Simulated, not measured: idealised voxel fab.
This section sets out a process module, namely voxel capacitor over wiring.
In the cross-section labelled cut, the width is 200 nm and each square cell is 5 nm.
Throughout this document, each cross-section is represented as a grid of square cells and is presented as a sequence of bands enumerated from the top downward, where a band comprises one or more rows of cells.
What a band's entry tells you: where the top is and where the bottom is, as heights in nm, and after that what lies inside, material by material from left to right, each with its width in nm. Empty space is written as the word "empty", and a single material marked with the word "everywhere" occupies the band from edge to edge.
Convention: height 0 is the level below which the wafer, as received, is all one material. The lowest band does not terminate at the bottom but continues downward, represented as "0..down".
Read "30 to 40" as a graded width: first number on top, second number at the bottom, same change between each pair of neighbouring rows.
"no change" for a step: no cell of the cross-section changed in that step.
Sealed void list: empty space of 8 cells or more with no open way to the top, each as width x height at its distance from the left edge, in nm
The remark found on a step's line after its settings is issued by the simulator itself and pertains to that step.
overlay nm: step with mask; distance mask lay right of planned place; negative value = left of planned place.
The steps planned for the process are as follows:
- 1: RECEIVE, material Si
- 2: CONFORMAL_DEP, material SiO2, thk nm 10
- 3: CONFORMAL_DEP, material SiCN, thk nm 5
- 4: DIRECTIONAL_DEP, material SiO2, thk nm 15
- 5: MASKED_ETCH, tone open, mask id METAL_1, width nm 20, pitch nm 70, etch materials SiO2, depth nm 15, overlay nm 0
- 6: MASKED_ETCH, tone open, mask id METAL_1, width nm 20, pitch nm 70, etch materials SiCN, depth nm 5, overlay nm 0
- 7: CONFORMAL_DEP, material TiN, thk nm 5
- 8: FILL_DEP, material W, thk nm 10
- 9: CMP, height nm 30
- 10: CONFORMAL_DEP, material SiCN, thk nm 5
- 11: DIRECTIONAL_DEP, material lowk, thk nm 20
- 12: PATTERN, tone open, mask id PLUG_1, material resist, width nm 15, thk nm 20, overlay nm 0
- 13: DIRECTIONAL_ETCH, etch materials lowk, depth nm 20
- 14: DIRECTIONAL_ETCH, etch materials SiCN, depth nm 5
- 15: STRIP, etch materials resist
- 16: CONFORMAL_DEP, material TiN, thk nm 5
- 17: FILL_DEP, material Cu, thk nm 10
- 18: CMP, height nm 55
- 19: DIRECTIONAL_DEP, material TiN, thk nm 5
- 20: DIRECTIONAL_DEP, material Al2O3, thk nm 5
- 21: DIRECTIONAL_DEP, material TiN, thk nm 10
- 22: MASKED_ETCH, tone cover, mask id UPPER_PLATE, width nm 55, etch materials TiN, depth nm 10, overlay nm 0
- 23: MASKED_ETCH, tone cover, mask id UPPER_PLATE, width nm 55, etch materials Al2O3, depth nm 5, overlay nm 0
- 24: MASKED_ETCH, tone cover, mask id LOWER_PLATE, width nm 65, etch materials TiN, depth nm 5, overlay nm 0
- 25: FILL_DEP, material SiO2, thk nm 15
- 26: CMP, height nm 85
- 27: MASKED_ETCH, tone open, mask id PLUG_2, width nm 15, etch materials SiO2, depth nm 10, overlay nm 0
- 28: CONFORMAL_DEP, material TiN, thk nm 5
- 29: FILL_DEP, material Cu, thk nm 10
- 30: CMP, height nm 85
- 31: CONFORMAL_DEP, material SiN, thk nm 5
Cross-section of the wafer at receipt, which is the condition after step 1:
* 0..down  Si everywhere
* Sealed void list: none
Starting structure and process plan are as shown above, but one mistake was made in running the module; the wafer cross-section at the end of the module follows:
* 90..85  SiN everywhere
* 85..80  SiO2 70 nm, TiN 5 nm, Cu 10 nm, TiN 5 nm, SiO2 110 nm
* 80..75  SiO2 70 nm, TiN 20 nm, SiO2 110 nm
* 75..65  SiO2 60 nm, TiN 55 nm, SiO2 85 nm
* 65..60  SiO2 60 nm, Al2O3 55 nm, SiO2 85 nm
* 60..55  SiO2 55 nm, TiN 65 nm, SiO2 80 nm
* 55..35  lowk 60 nm, TiN 5 nm, Cu 5 nm, TiN 5 nm, lowk 125 nm
* 35..30  SiCN 60 nm, TiN 15 nm, SiCN 125 nm
* 30..15  SiO2 55 nm, TiN 5 nm, W 10 nm, TiN 5 nm, SiO2 50 nm, TiN 5 nm, W 10 nm, TiN 5 nm, SiO2 55 nm
* 15..10  SiCN 55 nm, TiN 20 nm, SiCN 50 nm, TiN 20 nm, SiCN 55 nm
* 10..0  SiO2 everywhere
* 0..down  Si everywhere
* Sealed void list: none
In executing the process, a mistake was made relative to the plan: off-plan run, step 27, actual operation and settings MASKED_ETCH, tone open, mask id PLUG_2, width nm 20, etch materials SiO2, depth nm 10, overlay nm 0
